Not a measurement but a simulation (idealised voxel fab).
process module | voxel gate over fins
cross-section cut | 275 nm wide | cells 5 nm
A cross-section is a grid of square cells, given in bands from the top down. A band is one or more rows of cells.
Each band's line starts with the height of the band's top and of its bottom, in nm. Then come its materials from left to right, each with its width in nm. One material with "throughout" fills the band from edge to edge. "air" is empty space.
Height 0 is the level under which the wafer as received is all one material. The lowest band goes on downwards, as in "0 down".
A width such as "30 to 40" changes by the same amount from each row of cells to the next, from the band's top row to its bottom row.
"no change" after a step means that no cell of the cross-section changed.
closed voids: empty space of 8 cells or more with no open way to the top, each as width x height at its distance from the left edge, in nm
after a step's settings: what the simulator itself notes on the step
overlay nm, on a step with a mask: how far to the right of its planned place the mask lay; to the left if negative
plan
1 op RECEIVE | material Si
2 op CONFORMAL_DEP | material SiN | thk nm 10
3 op MASKED_ETCH | tone cover | mask id FINS | width nm 15 | pitch nm 40 | etch materials SiN | depth nm 10 | overlay nm 0
4 op MASKED_ETCH | tone cover | mask id FINS | width nm 15 | pitch nm 40 | etch materials Si | depth nm 35 | overlay nm 0
5 op FILL_DEP | material SiO2 | thk nm 15
6 op CMP | height nm 10
7 op SELECTIVE_ETCH | etch materials SiO2 | depth nm 25
8 op STRIP | etch materials SiN
9 op CONFORMAL_DEP | material HfO2 | thk nm 5
10 op CONFORMAL_DEP | material TiN | thk nm 5
11 op FILL_DEP | material W | thk nm 10
12 op CMP | height nm 15
13 op CONFORMAL_DEP | material SiN | thk nm 10
as received, after step 1
  0 down: Si throughout
  closed voids: none
first wafer at the end, as planned
  25 to 15: SiN throughout
  15 to 10: W throughout
  10 to 5: W 100 | TiN 35 | W 5 | TiN 35 | W 100
  5 to 0: W 100 | TiN 5 | HfO2 25 | TiN 5 | W 5 | TiN 5 | HfO2 25 | TiN 5 | W 100
  0 to -5: W 100 | TiN 5 | HfO2 5 | Si 15 | HfO2 5 | TiN 5 | W 5 | TiN 5 | HfO2 5 | Si 15 | HfO2 5 | TiN 5 | W 100
  -5 to -10: TiN 105 | HfO2 5 | Si 15 | HfO2 5 | TiN 15 | HfO2 5 | Si 15 | HfO2 5 | TiN 105
  -10 to -15: HfO2 110 | Si 15 | HfO2 25 | Si 15 | HfO2 110
  -15 to -35: SiO2 110 | Si 15 | SiO2 25 | Si 15 | SiO2 110
  -35 down: Si throughout
  closed voids: none
second wafer at the end: like start, like plan, one mistake
  25 to 15: SiN throughout
  15 to 5: W throughout
  5 to 0: W 105 | TiN 25 | W 15 | TiN 25 | W 105
  0 to -10: W 105 | TiN 5 | Si 15 | TiN 5 | W 15 | TiN 5 | Si 15 | TiN 5 | W 105
  -10 to -15: TiN 110 | Si 15 | TiN 25 | Si 15 | TiN 110
  -15 to -35: SiO2 110 | Si 15 | SiO2 25 | Si 15 | SiO2 110
  -35 down: Si throughout
  closed voids: none
what went wrong: step 9 was left out
at the end the second wafer has, in cells: 67 fewer of HfO2 | 67 more of W
